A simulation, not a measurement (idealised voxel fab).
Name of the process module below: voxel wiring stack
We display cut, a cross-section 165 nm in width whose square cells are each 5 nm.
Reading order for cross-sections: top band down to bottom band. Underlying form: a grid of square cells. Band size: one or more rows of cells.
Band entry format. Leading values: height of top, height of bottom, nm. Remainder: materials in left-to-right order, each with its width in nm. Special words: "everywhere" on a single material, which then fills the band edge to edge; "blank", empty space.
Beneath 0, the wafer as received is one material, and that level is where height counting begins. The lowest band goes on downward without a bottom; it is written like "0 down".
The width entry "30->40" should be interpreted row by row: the top row of cells in the band takes the first number, the bottom row takes the second number, and the change between adjacent rows is uniform throughout.
"remained unchanged" after a step means that no cell of the cross-section changed.
Any empty space of 8 cells or more lacking an open way to the top shows up in "Closed-off voids" as width x height at distance, distance from the left edge, in nm.
Anything after a step's settings on that line? It's the simulator's own note about the step.
overlay nm: on a step with a mask, how far right of its planned place the mask lay; negative means left.

Steps in the process plan:
1,RECEIVE (material Si)
2,CONFORMAL_DEP (material SiO2; thk nm 10)
3,CONFORMAL_DEP (material SiCN; thk nm 5)
4,DIRECTIONAL_DEP (material lowk; thk nm 20)
5,MASKED_ETCH (tone open; mask id METAL_1; width nm 20; pitch nm 35; etch materials lowk; depth nm 20; overlay nm 0)
6,MASKED_ETCH (tone open; mask id METAL_1; width nm 20; pitch nm 35; etch materials SiCN; depth nm 5; overlay nm 0)
7,CONFORMAL_DEP (material TiN; thk nm 5)
8,FILL_DEP (material Ru; thk nm 10)
9,CMP (height nm 35)
10,CONFORMAL_DEP (material SiCN; thk nm 5)
11,DIRECTIONAL_DEP (material SiO2; thk nm 35)
12,MASKED_ETCH (tone open; mask id METAL_2; width nm 20; pitch nm 35; etch materials SiO2; depth nm 20; overlay nm 0)
13,MASKED_ETCH (tone open; mask id METAL_2_HOLES; width nm 15; pitch nm 70; etch materials SiO2; depth nm 15; overlay nm 0)
14,MASKED_ETCH (tone open; mask id METAL_2_HOLES; width nm 15; pitch nm 70; etch materials SiCN; depth nm 5; overlay nm 0)
15,CONFORMAL_DEP (material TiN; thk nm 5)
16,FILL_DEP (material Cu; thk nm 5)
17,CMP (height nm 75)
18,CONFORMAL_DEP (material SiCN; thk nm 5)

Incoming wafer in cross-section (state: after step 1):
	0 down  Si everywhere
	Closed-off voids: none

Here's the cross-section of the first of our two wafers at the end of the module - it ran as planned:
	80 to 75  SiCN everywhere
	75 to 60  SiO2 (35), then TiN (5), then Cu (10), then TiN (5), then SiO2 (15), then TiN (5), then Cu (10), then TiN (5), then SiO2 (15), then TiN (5), then Cu (10), then TiN (5), then SiO2 (40)
	60 to 55  SiO2 (35), then TiN (5), then Cu (5), then TiN (10), then SiO2 (15), then TiN (20), then SiO2 (15), then TiN (5), then Cu (5), then TiN (10), then SiO2 (40)
	55 to 40  SiO2 (35), then TiN (5), then Cu (5), then TiN (5), then SiO2 (55), then TiN (5), then Cu (5), then TiN (5), then SiO2 (45)
	40 to 35  SiCN (35), then TiN (15), then SiCN (55), then TiN (15), then SiCN (45)
	35 to 15  lowk (35), then TiN (5), then Ru (10), then TiN (5), then lowk (15), then TiN (5), then Ru (10), then TiN (5), then lowk (15), then TiN (5), then Ru (10), then TiN (5), then lowk (40)
	15 to 10  SiCN (35), then TiN (20), then SiCN (15), then TiN (20), then SiCN (15), then TiN (20), then SiCN (40)
	10 to 0  SiO2 everywhere
	0 down  Si everywhere
	Closed-off voids: none

Wafer two cross-section, module end. Start and plan unchanged from wafer one; one mistake made during the run:
	80 to 75  SiCN everywhere
	75 to 70  TiN (40), then Cu (10), then TiN (25), then Cu (10), then TiN (25), then Cu (10), then TiN (45)
	70 to 55  SiO2 (35), then TiN (5), then Cu (10), then TiN (5), then SiO2 (15), then TiN (5), then Cu (10), then TiN (5), then SiO2 (15), then TiN (5), then Cu (10), then TiN (5), then SiO2 (40)
	55 to 50  SiO2 (35), then TiN (5), then Cu (5), then TiN (10), then SiO2 (15), then TiN (20), then SiO2 (15), then TiN (5), then Cu (5), then TiN (10), then SiO2 (40)
	50 to 40  SiO2 (35), then TiN (5), then Cu (5), then TiN (5), then SiO2 (55), then TiN (5), then Cu (5), then TiN (5), then SiO2 (45)
	40 to 35  SiCN (35), then TiN (15), then SiCN (55), then TiN (15), then SiCN (45)
	35 to 15  lowk (35), then TiN (5), then Ru (10), then TiN (5), then lowk (15), then TiN (5), then Ru (10), then TiN (5), then lowk (15), then TiN (5), then Ru (10), then TiN (5), then lowk (40)
	15 to 10  SiCN (35), then TiN (20), then SiCN (15), then TiN (20), then SiCN (15), then TiN (20), then SiCN (40)
	10 to 0  SiO2 everywhere
	0 down  Si everywhere
	Closed-off voids: none
It is concluded that the wafer was processed incorrectly with respect to the plan, in that it should be noted that step 11 was executed with settings other than those planned, the operation and settings actually applied being DIRECTIONAL_DEP (material SiO2; thk nm 30)
End of process, cell counts, second wafer against first, materials with more or fewer: Cu: 4 more | SiO2: 27 fewer | TiN: 23 more
